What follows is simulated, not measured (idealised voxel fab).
Module name: voxel transistor to metal (process module)
Displayed cross-section: cut, width of 200 nm, square cells sized 5 nm.
How to read a cross-section here: the picture is a grid of square cells, written as bands going from the top down, and any band can span one or more rows of cells.
Each band's line starts with the height of the band's top and of its bottom, in nm. Then come its materials from left to right, each with its width in nm. One material with "full width" fills the band from edge to edge. "empty" is empty space.
Height reference: 0 = level under which incoming wafer is all one material. Lowest band: no bottom, runs on downward, e.g. "0..down".
The expression "30..40" gives the width at the extremes of the band, the first number at its top row of cells and the second at its bottom row, with the width changing by equal amounts from each row to the next in between.
Key: "remains unaltered" - step with no changed cell in the cross-section.
The entry titled "Closed void table" provides the empty spaces that have no open way to the top, restricted to those of 8 cells or more. Each is presented as width x height at distance, the distance being measured from the left edge, with all three in nm.
It should be noted that, on the line of a given step, the content following the step's settings is a remark produced by the simulator itself with respect to that step.
What "overlay nm" on a step's line means: if the step has a mask, that mask lay this far to the right of its planned place, or, when the value is negative, to the left.
SO HERE'S THE LINEUP OF PROCESS STEPS WE PLANNED
1 RECEIVE,material Si
2 OXIDIZE,depth nm 5
3 CONFORMAL_DEP,material SiN,thk nm 15
4 MASKED_ETCH,tone cover,mask id ACTIVE,width nm 105,etch materials SiN,depth nm 15,overlay nm 0
5 MASKED_ETCH,tone cover,mask id ACTIVE,width nm 105,etch materials SiO2,depth nm 5,overlay nm 0
6 MASKED_ETCH,tone cover,mask id ACTIVE,width nm 105,etch materials Si,depth nm 25,overlay nm 0
7 FILL_DEP,material SiO2,thk nm 5
8 CMP,height nm 15
9 SELECTIVE_ETCH,etch materials SiO2,depth nm 15
10 STRIP,etch materials SiN
11 SELECTIVE_ETCH,etch materials SiO2,depth nm 5
12 OXIDIZE,depth nm 5
13 DIRECTIONAL_DEP,material polySi,thk nm 20
14 DIRECTIONAL_DEP,material SiCN,thk nm 15
15 PATTERN,tone cover,mask id GATE,material resist,width nm 25,thk nm 15,overlay nm 0
16 DIRECTIONAL_ETCH,etch materials SiCN,depth nm 25
17 DIRECTIONAL_ETCH,etch materials polySi,depth nm 30
18 STRIP,etch materials resist
19 CONFORMAL_DEP,material SiN,thk nm 10
20 DIRECTIONAL_ETCH,etch materials SiN,depth nm 10
21 DIRECTIONAL_ETCH,etch materials SiO2,depth nm 5
22 DIRECTIONAL_ETCH,etch materials Si,depth nm 5
23 EPI,material pSi,thk nm 5
24 FILL_DEP,material SiO2,thk nm 5
25 CMP,height nm 15
26 STRIP,etch materials polySi
27 SELECTIVE_ETCH,etch materials SiO2,depth nm 5
28 CONFORMAL_DEP,material HfO2,thk nm 5
29 CONFORMAL_DEP,material TiN,thk nm 5
30 FILL_DEP,material W,thk nm 10
31 CMP,height nm 10
32 DIRECTIONAL_DEP,material SiO2,thk nm 15
33 MASKED_ETCH,tone open,mask id CONTACT,width nm 15,pitch nm 80,etch materials SiO2,depth nm 35,overlay nm 0
34 CONFORMAL_DEP,material TiN,thk nm 5
35 FILL_DEP,material W,thk nm 10
36 CMP,height nm 25
37 CONFORMAL_DEP,material SiN,thk nm 5
38 DIRECTIONAL_DEP,material lowk,thk nm 25
39 DIRECTIONAL_DEP,material aC,thk nm 10
40 PATTERN,tone open,mask id METAL_1,material resist,width nm 15,pitch nm 80,thk nm 30,overlay nm 0
41 DIRECTIONAL_ETCH,etch materials aC,depth nm 10
42 STRIP,etch materials resist
43 DIRECTIONAL_ETCH,etch materials lowk,depth nm 25
44 DIRECTIONAL_ETCH,etch materials SiN,depth nm 5
45 STRIP,etch materials aC
46 CONFORMAL_DEP,material TiN,thk nm 5
47 FILL_DEP,material Ru,thk nm 5
48 CMP,height nm 55
49 CONFORMAL_DEP,material SiN,thk nm 5
STEP 1 COMPLETE: CROSS-SECTION OF THE WAFER AS RECEIVED
    0..down | Si full width
    Closed void table: none
HERE'S THE CROSS-SECTION OF THE FIRST OF OUR TWO WAFERS AT THE END OF THE MODULE - IT RAN AS PLANNED
    60..55 | SiN full width
    55..30 | lowk=50, then TiN=5, then Ru=5, then TiN=5, then lowk=65, then TiN=5, then Ru=5, then TiN=5, then lowk=55
    30..25 | SiN=50, then TiN=15, then SiN=65, then TiN=15, then SiN=55
    25..10 | SiO2=50, then TiN=5, then W=5, then TiN=5, then SiO2=65, then TiN=5, then W=5, then TiN=5, then SiO2=55
    10..0 | SiO2=50, then TiN=5, then W=5, then TiN=5, then SiO2=10, then SiN=10, then HfO2=5, then TiN=5, then W=5, then TiN=5, then HfO2=5, then SiN=10, then SiO2=10, then TiN=5, then W=5, then TiN=5, then SiO2=55
    0..-5 | SiO2=50, then TiN=5, then W=5, then TiN=5, then SiO2=10, then SiN=10, then HfO2=5, then TiN=15, then HfO2=5, then SiN=10, then SiO2=10, then TiN=5, then W=5, then TiN=5, then SiO2=55
    -5..-10 | SiO2=50, then TiN=15, then SiO2=5, then pSi=5, then SiO2=5, then HfO2=35, then SiO2=5, then pSi=5, then SiO2=5, then TiN=15, then SiO2=55
    -10..-15 | SiO2=45, then pSi=30, then Si=45, then pSi=30, then SiO2=50
    -15..-30 | SiO2=45, then Si=105, then SiO2=50
    -30..down | Si full width
    Closed void table: none
SECOND WAFER OF THE TWO, SECTIONED AT THE END OF THE MODULE. IT BEGAN LIKE THE FIRST AND FOLLOWED THE SAME PLAN, BUT ONE MISTAKE WAS MADE WHILE RUNNING IT
    60..55 | SiN full width
    55..30 | lowk=40, then TiN=5, then Ru=5, then TiN=5, then lowk=65, then TiN=5, then Ru=5, then TiN=5, then lowk=65
    30..25 | SiN=40, then TiN=15, then SiN=65, then TiN=15, then SiN=65
    25..10 | SiO2=50, then TiN=5, then W=5, then TiN=5, then SiO2=65, then TiN=5, then W=5, then TiN=5, then SiO2=55
    10..0 | SiO2=50, then TiN=5, then W=5, then TiN=5, then SiO2=10, then SiN=10, then HfO2=5, then TiN=5, then W=5, then TiN=5, then HfO2=5, then SiN=10, then SiO2=10, then TiN=5, then W=5, then TiN=5, then SiO2=55
    0..-5 | SiO2=50, then TiN=5, then W=5, then TiN=5, then SiO2=10, then SiN=10, then HfO2=5, then TiN=15, then HfO2=5, then SiN=10, then SiO2=10, then TiN=5, then W=5, then TiN=5, then SiO2=55
    -5..-10 | SiO2=50, then TiN=15, then SiO2=5, then pSi=5, then SiO2=5, then HfO2=35, then SiO2=5, then pSi=5, then SiO2=5, then TiN=15, then SiO2=55
    -10..-15 | SiO2=45, then pSi=30, then Si=45, then pSi=30, then SiO2=50
    -15..-30 | SiO2=45, then Si=105, then SiO2=50
    -30..down | Si full width
    Closed void table: none
Deviation from plan: step 40 did not happen as planned, as run it was PATTERN,tone open,mask id METAL_1,material resist,width nm 15,pitch nm 80,thk nm 30,overlay nm -10
Final wafers compared: equal cell tally per material, rearranged layout.
